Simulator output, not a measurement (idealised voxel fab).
The process module that follows is named voxel gate over fins.
The cross-section shown here is cut; it is 205 nm wide and divided into square cells measuring 5 nm on a side.
Think of the cross-section as a grid of square cells. We describe it in bands, top to bottom, and each band covers one or more rows of those cells. Basically the band line says how high the top is and how high the bottom is, in nm, and then what's in it from left to right, every material with its width in nm. Empty space shows up as "blank", and if a single material carries "all across" it runs the full band edge to edge. Height 0 is the level under which the wafer as received is all one material. The lowest band goes on downwards, as in "0 down". A two-number width, for instance "30..40", indicates that the width is equal to the first number in the top row of the band and to the second number in the bottom row, and that it changes by a constant amount per row of cells. Where the words "remained unchanged" appear for a step, the cross-section shows no cell changed by that step; every cell remained as before. Closed-off voids of 8+ cells (no open route to the top) go in "Enclosed void entries", written width x height at distance from the left edge, in nm. Formally, on a step line, whatever follows the settings is a remark that the simulator itself makes on the step. A step line may carry the setting "overlay nm", which, for steps involving a mask, states the distance by which the mask lay to the right of its intended position; negative values denote displacement to the left.
Planned process steps:
step 1: RECEIVE with material Si
step 2: CONFORMAL_DEP with material SiN, thk nm 10
step 3: DIRECTIONAL_DEP with material aC, thk nm 10
step 4: PATTERN with tone cover, mask id FINS, material resist, width nm 15, pitch nm 40, thk nm 30, overlay nm 0
step 5: DIRECTIONAL_ETCH with etch materials aC, depth nm 10
step 6: STRIP with etch materials resist
step 7: DIRECTIONAL_ETCH with etch materials SiN, depth nm 10
step 8: DIRECTIONAL_ETCH with etch materials Si, depth nm 35
step 9: STRIP with etch materials aC
step 10: OXIDIZE with depth nm 5
step 11: FILL_DEP with material SiO2, thk nm 10
step 12: CMP with height nm 10
step 13: SELECTIVE_ETCH with etch materials SiO2, depth nm 25
step 14: STRIP with etch materials SiN
step 15: CONFORMAL_DEP with material HfO2, thk nm 5
step 16: CONFORMAL_DEP with material TiN, thk nm 5
step 17: CONFORMAL_DEP with material TiAl, thk nm 5
step 18: CONFORMAL_DEP with material TiN, thk nm 5
step 19: FILL_DEP with material W, thk nm 10
step 20: CMP with height nm 25
step 21: CONFORMAL_DEP with material SiCN, thk nm 10
Step 1 complete: cross-section of the wafer as received:
  0 down | Si all across
  Enclosed void entries: none
Cross-section taken at module completion on the first of two wafers; processed per the plan:
  35 to 25 | SiCN all across
  25 to 20 | W all across
  20 to 15 | W: 40 / TiN: 125 / W: 40
  15 to 10 | W: 40 / TiN: 5 / TiAl: 35 / TiN: 5 / TiAl: 35 / TiN: 5 / TiAl: 35 / TiN: 5 / W: 40
  10 to 5 | W: 40 / TiN: 5 / TiAl: 5 / TiN: 25 / TiAl: 5 / TiN: 5 / TiAl: 5 / TiN: 25 / TiAl: 5 / TiN: 5 / TiAl: 5 / TiN: 25 / TiAl: 5 / TiN: 5 / W: 40
  5 to 0 | TiN: 45 / TiAl: 5 / TiN: 5 / HfO2: 15 / TiN: 5 / TiAl: 5 / TiN: 5 / TiAl: 5 / TiN: 5 / HfO2: 15 / TiN: 5 / TiAl: 5 / TiN: 5 / TiAl: 5 / TiN: 5 / HfO2: 15 / TiN: 5 / TiAl: 5 / TiN: 45
  0 to -5 | TiAl: 50 / TiN: 5 / HfO2: 5 / Si: 5 / HfO2: 5 / TiN: 5 / TiAl: 15 / TiN: 5 / HfO2: 5 / Si: 5 / HfO2: 5 / TiN: 5 / TiAl: 15 / TiN: 5 / HfO2: 5 / Si: 5 / HfO2: 5 / TiN: 5 / TiAl: 50
  -5 to -10 | TiN: 55 / HfO2: 5 / Si: 5 / HfO2: 5 / TiN: 25 / HfO2: 5 / Si: 5 / HfO2: 5 / TiN: 25 / HfO2: 5 / Si: 5 / HfO2: 5 / TiN: 55
  -10 to -15 | HfO2: 60 / Si: 5 / HfO2: 35 / Si: 5 / HfO2: 35 / Si: 5 / HfO2: 60
  -15 to -40 | SiO2: 60 / Si: 5 / SiO2: 35 / Si: 5 / SiO2: 35 / Si: 5 / SiO2: 60
  -40 down | Si all across
  Enclosed void entries: none
Same start, same plan as the first wafer - but one mistake in the run. Cross-section of the second of the two at the end of the module:
  35 to 25 | SiCN all across
  25 to 20 | W all across
  20 to 15 | W: 40 / TiN: 125 / W: 40
  15 to 10 | W: 40 / TiN: 5 / TiAl: 35 / TiN: 5 / TiAl: 35 / TiN: 5 / TiAl: 35 / TiN: 5 / W: 40
  10 to 5 | W: 40 / TiN: 5 / TiAl: 5 / TiN: 25 / TiAl: 5 / TiN: 5 / TiAl: 5 / TiN: 25 / TiAl: 5 / TiN: 5 / TiAl: 5 / TiN: 25 / TiAl: 5 / TiN: 5 / W: 40
  5 to 0 | W: 40 / TiN: 5 / TiAl: 5 / TiN: 5 / HfO2: 15 / TiN: 5 / TiAl: 5 / TiN: 5 / TiAl: 5 / TiN: 5 / HfO2: 15 / TiN: 5 / TiAl: 5 / TiN: 5 / TiAl: 5 / TiN: 5 / HfO2: 15 / TiN: 5 / TiAl: 5 / TiN: 5 / W: 40
  0 to -20 | W: 40 / TiN: 5 / TiAl: 5 / TiN: 5 / HfO2: 5 / Si: 5 / HfO2: 5 / TiN: 5 / TiAl: 5 / TiN: 5 / TiAl: 5 / TiN: 5 / HfO2: 5 / Si: 5 / HfO2: 5 / TiN: 5 / TiAl: 5 / TiN: 5 / TiAl: 5 / TiN: 5 / HfO2: 5 / Si: 5 / HfO2: 5 / TiN: 5 / TiAl: 5 / TiN: 5 / W: 40
  -20 to -25 | TiN: 45 / TiAl: 5 / TiN: 5 / HfO2: 5 / Si: 5 / HfO2: 5 / TiN: 5 / TiAl: 5 / TiN: 5 / TiAl: 5 / TiN: 5 / HfO2: 5 / Si: 5 / HfO2: 5 / TiN: 5 / TiAl: 5 / TiN: 5 / TiAl: 5 / TiN: 5 / HfO2: 5 / Si: 5 / HfO2: 5 / TiN: 5 / TiAl: 5 / TiN: 45
  -25 to -30 | TiAl: 50 / TiN: 5 / HfO2: 5 / Si: 5 / HfO2: 5 / TiN: 5 / TiAl: 15 / TiN: 5 / HfO2: 5 / Si: 5 / HfO2: 5 / TiN: 5 / TiAl: 15 / TiN: 5 / HfO2: 5 / Si: 5 / HfO2: 5 / TiN: 5 / TiAl: 50
  -30 to -35 | TiN: 55 / HfO2: 5 / Si: 5 / HfO2: 5 / TiN: 25 / HfO2: 5 / Si: 5 / HfO2: 5 / TiN: 25 / HfO2: 5 / Si: 5 / HfO2: 5 / TiN: 55
  -35 to -40 | HfO2: 60 / Si: 5 / HfO2: 35 / Si: 5 / HfO2: 35 / Si: 5 / HfO2: 60
  -40 down | Si all across
  Enclosed void entries: none
Nonconformance to the process plan: step 13 of the plan was twice carried out
Counted in cells at the end, the second wafer holds more or fewer of these materials than the first: 30 more of HfO2, 190 fewer of SiO2, 30 more of TiAl, 50 more of TiN, 80 more of W
